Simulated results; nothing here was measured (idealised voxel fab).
Proc. module: voxel capacitor over wiring
For reference, the cross-section in this document is cut, with width 240 nm and square cells of 5 nm.
The cross-sections in this document take the form of a grid made of square cells. They are written out as bands, in order from top to bottom. Each band consists of one or more rows of cells. A band entry consists of two parts. The first gives the height of the band's top and the height of its bottom, in nm. The rest lists the band's materials from left to right, each with its width in nm. A single material labelled with the word "full width" fills the band from edge to edge, and the word "empty" marks empty space. The level at which height equals 0 is the one under which the wafer, as it arrives, is entirely one material. No lower edge exists for the bottom band, which continues downward and is notated as in "0 and below". Graded width ("30->40"): value in top row of band = first number; value in bottom row = second number; row-to-row change constant. Given "nothing different" for a step, no cell of the cross-section differs between before and after that step. Under "Sealed cavities" you'll find the enclosed gaps, the ones with no way out to the top, that are 8 cells or bigger; each reads width x height at distance, with distance counted from the left edge, everything in nm. Formally, on a step line, whatever follows the settings is a remark that the simulator itself makes on the step. Regarding "overlay nm": on a step with a mask, it is the distance the mask lay to the right of its planned place; a negative value places it to the left. Before/after cross-section pairs, one process step each; after shown to lowest changed band; step and settings beneath. Pairs may be from different runs of this module on the same starting wafer; a pair continues from the one above only where its "Pre-step" entry says so.

[Pre-step]
- 90 down to 85: SiO2: 75  TiN: 65  SiO2: 100
- 85 down to 80: SiO2: 75  Al2O3: 65  SiO2: 100
- 80 down to 75: SiO2: 70  TiN: 75  SiO2: 95
- 75 down to 60: Ru full width
- 60 down to 50: TiN full width
- 50 down to 45: SiCN full width
- 45 down to 20: lowk: 65  SiN: 5  W: 20  SiN: 5  lowk: 50  SiN: 5  W: 20  SiN: 5  lowk: 65
- 20 down to 15: SiN: 70  TiN: 20  SiN: 60  TiN: 20  SiN: 70
- 15 down to 0: SiO2 full width
- 0 and below: Si full width
- Sealed cavities: none

[Result of Step]
- 110 down to 90: resist: 85  empty: 15  resist: 140
- Everything under 90 stays put, no change at all.
- Sealed cavities: none
The cross-sections above show the structure before and after this step: PATTERN [tone open] [mask id PLUG_2] [material resist] [width nm 15] [thk nm 20] [overlay nm 0]

Pre-step: as shown after the step in the preceding pair, directly above.

[Result of Step]
- 90 down to 85: SiO2: 75  TiN: 65  SiO2: 100
- Everything under 85 stays put, no change at all.
- Sealed cavities: none
The cross-sections above show the structure before and after this step: STRIP [etch materials resist]

Pre-step: as shown after the step in the preceding pair, directly above.

[Result of Step]
- 95 down to 90: TiN full width
- Everything under 90 stays put, no change at all.
- Sealed cavities: none
The cross-sections above show the structure before and after this step: CONFORMAL_DEP [material TiN] [thk nm 5]

Pre-step: as shown after the step in the preceding pair, directly above.

[Result of Step]
- 105 down to 95: Cu full width
- Everything under 95 stays put, no change at all.
- Sealed cavities: none
The cross-sections above show the structure before and after this step: FILL_DEP [material Cu] [thk nm 10]

Pre-step: as shown after the step in the preceding pair, directly above.

[Result of Step]
- 90 down to 85: SiO2: 75  TiN: 65  SiO2: 100
- Everything under 85 stays put, no change at all.
- Sealed cavities: none
The cross-sections above show the structure before and after this step: CMP [height nm 90]

Pre-step: as shown after the step in the preceding pair, directly above.

[Result of Step]
- 95 down to 90: SiN full width
- Everything under 90 stays put, no change at all.
- Sealed cavities: none
The cross-sections above show the structure before and after this step: CONFORMAL_DEP [material SiN] [thk nm 5]

[Pre-step]
- 60 down to 50: SiO2 full width
- 50 down to 45: SiCN full width
- 45 down to 20: lowk: 65  SiN: 5  W: 20  SiN: 5  lowk: 50  SiN: 5  W: 20  SiN: 5  lowk: 65
- 20 down to 15: SiN: 70  TiN: 20  SiN: 60  TiN: 20  SiN: 70
- 15 down to 0: SiO2 full width
- 0 and below: Si full width
- Sealed cavities: none

[Result of Step]
- 60 down to 50: empty: 75  SiO2: 15  empty: 150
- Everything under 50 stays put, no change at all.
- Sealed cavities: none
The cross-sections above show the structure before and after this step: MASKED_ETCH [tone cover] [mask id PLUG_1] [width nm 15] [etch materials SiO2] [depth nm 10] [overlay nm 0]

Pre-step: as shown after the step in the preceding pair, directly above.

[Result of Step]
- 65 down to 60: empty: 75  TiN: 15  empty: 150
- 60 down to 55: empty: 75  SiO2: 15  empty: 150
- 55 down to 50: TiN: 75  SiO2: 15  TiN: 150
- Everything under 50 stays put, no change at all.
- Sealed cavities: none
The cross-sections above show the structure before and after this step: DIRECTIONAL_DEP [material TiN] [thk nm 5]

Pre-step: as shown after the step in the preceding pair, directly above.

[Result of Step]
- 70 down to 65: empty: 75  Al2O3: 15  empty: 150
- 65 down to 60: empty: 75  TiN: 15  empty: 150
- 60 down to 55: Al2O3: 75  SiO2: 15  Al2O3: 150
- Everything under 55 stays put, no change at all.
- Sealed cavities: none
The cross-sections above show the structure before and after this step: DIRECTIONAL_DEP [material Al2O3] [thk nm 5]

Pre-step: as shown after the step in the preceding pair, directly above.

[Result of Step]
- 80 down to 70: empty: 75  TiN: 15  empty: 150
- 70 down to 65: TiN: 75  Al2O3: 15  TiN: 150
- 65 down to 60: TiN full width
- Everything under 60 stays put, no change at all.
- Sealed cavities: none
The cross-sections above show the structure before and after this step: DIRECTIONAL_DEP [material TiN] [thk nm 10]

Pre-step: as shown after the step in the preceding pair, directly above.

[Result of Step]
- 100 down to 80: empty: 75  resist: 65  empty: 100
- 80 down to 70: empty: 75  TiN: 15  resist: 50  empty: 100
- Everything under 70 stays put, no change at all.
- Sealed cavities: none
The cross-sections above show the structure before and after this step: PATTERN [tone cover] [mask id UPPER_PLATE] [material resist] [width nm 65] [thk nm 20] [overlay nm 0]

Pre-step: as shown after the step in the preceding pair, directly above.

[Result of Step]
- 100 down to 80: empty: 75  resist: 65  empty: 100
- 80 down to 70: empty: 75  TiN: 15  resist: 50  empty: 100
- 70 down to 65: empty: 75  Al2O3: 15  TiN: 50  empty: 100
- 65 down to 60: empty: 75  TiN: 65  empty: 100
- Everything under 60 stays put, no change at all.
- Sealed cavities: none
The cross-sections above show the structure before and after this step: DIRECTIONAL_ETCH [etch materials TiN] [depth nm 10]

Pre-step: as shown after the step in the preceding pair, directly above.

[Result of Step]
- 100 down to 80: empty: 75  resist: 65  empty: 100
- 80 down to 70: empty: 75  TiN: 15  resist: 50  empty: 100
- 70 down to 65: empty: 75  Al2O3: 15  TiN: 50  empty: 100
- 65 down to 60: empty: 75  TiN: 65  empty: 100
- 60 down to 55: empty: 75  SiO2: 15  Al2O3: 50  empty: 100
- Everything under 55 stays put, no change at all.
- Sealed cavities: none
The cross-sections above show the structure before and after this step: DIRECTIONAL_ETCH [etch materials Al2O3] [depth nm 5]

Pre-step: as shown after the step in the preceding pair, directly above.

[Result of Step]
- 80 down to 70: empty: 75  TiN: 15  empty: 150
- Everything under 70 stays put, no change at all.
- Sealed cavities: none
The cross-sections above show the structure before and after this step: STRIP [etch materials resist]

Pre-step: as shown after the step in the preceding pair, directly above.

[Result of Step]
- 95 down to 80: empty: 70  resist: 75  empty: 95
- 80 down to 70: empty: 70  resist: 5  TiN: 15  resist: 55  empty: 95
- 70 down to 65: empty: 70  resist: 5  Al2O3: 15  TiN: 50  resist: 5  empty: 95
- 65 down to 60: empty: 70  resist: 5  TiN: 65  resist: 5  empty: 95
- 60 down to 55: empty: 70  resist: 5  SiO2: 15  Al2O3: 50  resist: 5  empty: 95
- Everything under 55 stays put, no change at all.
- Sealed cavities: none
The cross-sections above show the structure before and after this step: PATTERN [tone cover] [mask id LOWER_PLATE] [material resist] [width nm 75] [thk nm 15] [overlay nm 0]

Pre-step: as shown after the step in the preceding pair, directly above.

[Result of Step]
- 95 down to 80: empty: 70  resist: 75  empty: 95
- 80 down to 70: empty: 70  resist: 5  TiN: 15  resist: 55  empty: 95
- 70 down to 65: empty: 70  resist: 5  Al2O3: 15  TiN: 50  resist: 5  empty: 95
- 65 down to 60: empty: 70  resist: 5  TiN: 65  resist: 5  empty: 95
- 60 down to 55: empty: 70  resist: 5  SiO2: 15  Al2O3: 50  resist: 5  empty: 95
- 55 down to 50: empty: 70  TiN: 5  SiO2: 15  TiN: 55  empty: 95
- Everything under 50 stays put, no change at all.
- Sealed cavities: none
The cross-sections above show the structure before and after this step: DIRECTIONAL_ETCH [etch materials TiN] [depth nm 5]

Pre-step: as shown after the step in the preceding pair, directly above.

[Result of Step]
- 80 down to 70: empty: 75  TiN: 15  empty: 150
- 70 down to 65: empty: 75  Al2O3: 15  TiN: 50  empty: 100
- 65 down to 60: empty: 75  TiN: 65  empty: 100
- 60 down to 55: empty: 75  SiO2: 15  Al2O3: 50  empty: 100
- Everything under 55 stays put, no change at all.
- Sealed cavities: none
The cross-sections above show the structure before and after this step: STRIP [etch materials resist]

Pre-step: as shown after the step in the preceding pair, directly above.

[Result of Step]
- 95 down to 80: SiO2 full width
- 80 down to 70: SiO2: 75  TiN: 15  SiO2: 150
- 70 down to 65: SiO2: 75  Al2O3: 15  TiN: 50  SiO2: 100
- 65 down to 60: SiO2: 75  TiN: 65  SiO2: 100
- 60 down to 55: SiO2: 90  Al2O3: 50  SiO2: 100
- 55 down to 50: SiO2: 70  TiN: 5  SiO2: 15  TiN: 55  SiO2: 95
- Everything under 50 stays put, no change at all.
- Sealed cavities: none
The cross-sections above show the structure before and after this step: FILL_DEP [material SiO2] [thk nm 15]

Pre-step: as shown after the step in the preceding pair, directly above.

[Result of Step]
- 90 down to 80: SiO2 full width
- Everything under 80 stays put, no change at all.
- Sealed cavities: none
The cross-sections above show the structure before and after this step: CMP [height nm 90]

Pre-step: as shown after the step in the preceding pair, directly above.

[Result of Step]
- 110 down to 90: resist: 85  empty: 15  resist: 140
- Everything under 90 stays put, no change at all.
- Sealed cavities: none
The cross-sections above show the structure before and after this step: PATTERN [tone open] [mask id PLUG_2] [material resist] [width nm 15] [thk nm 20] [overlay nm 0]

Pre-step: as shown after the step in the preceding pair, directly above.

[Result of Step]
- 110 down to 90: resist: 85  empty: 15  resist: 140
- 90 down to 80: SiO2: 85  empty: 15  SiO2: 140
- Everything under 80 stays put, no change at all.
- Sealed cavities: none
The cross-sections above show the structure before and after this step: DIRECTIONAL_ETCH [etch materials SiO2] [depth nm 10]

Pre-step: as shown after the step in the preceding pair, directly above.

[Result of Step]
- 90 down to 80: SiO2: 85  empty: 15  SiO2: 140
- Everything under 80 stays put, no change at all.
- Sealed cavities: none
The cross-sections above show the structure before and after this step: STRIP [etch materials resist]

Pre-step: as shown after the step in the preceding pair, directly above.

[Result of Step]
- 95 down to 90: TiN: 90  empty: 5  TiN: 145
- 90 down to 85: SiO2: 85  TiN: 5  empty: 5  TiN: 5  SiO2: 140
- 85 down to 80: SiO2: 85  TiN: 15  SiO2: 140
- Everything under 80 stays put, no change at all.
- Sealed cavities: none
The cross-sections above show the structure before and after this step: CONFORMAL_DEP [material TiN] [thk nm 5]

Pre-step: as shown after the step in the preceding pair, directly above.

[Result of Step]
- 105 down to 95: Cu full width
- 95 down to 90: TiN: 90  Cu: 5  TiN: 145
- 90 down to 85: SiO2: 85  TiN: 5  Cu: 5  TiN: 5  SiO2: 140
- Everything under 85 stays put, no change at all.
- Sealed cavities: none
The cross-sections above show the structure before and after this step: FILL_DEP [material Cu] [thk nm 10]

Pre-step: as shown after the step in the preceding pair, directly above.

[Result of Step]
- 90 down to 85: SiO2: 85  TiN: 5  Cu: 5  TiN: 5  SiO2: 140
- Everything under 85 stays put, no change at all.
- Sealed cavities: none
The cross-sections above show the structure before and after this step: CMP [height nm 90]

Pre-step: as shown after the step in the preceding pair, directly above.

[Result of Step]
- 95 down to 90: SiN full width
- Everything under 90 stays put, no change at all.
- Sealed cavities: none
The cross-sections above show the structure before and after this step: CONFORMAL_DEP [material SiN] [thk nm 5]
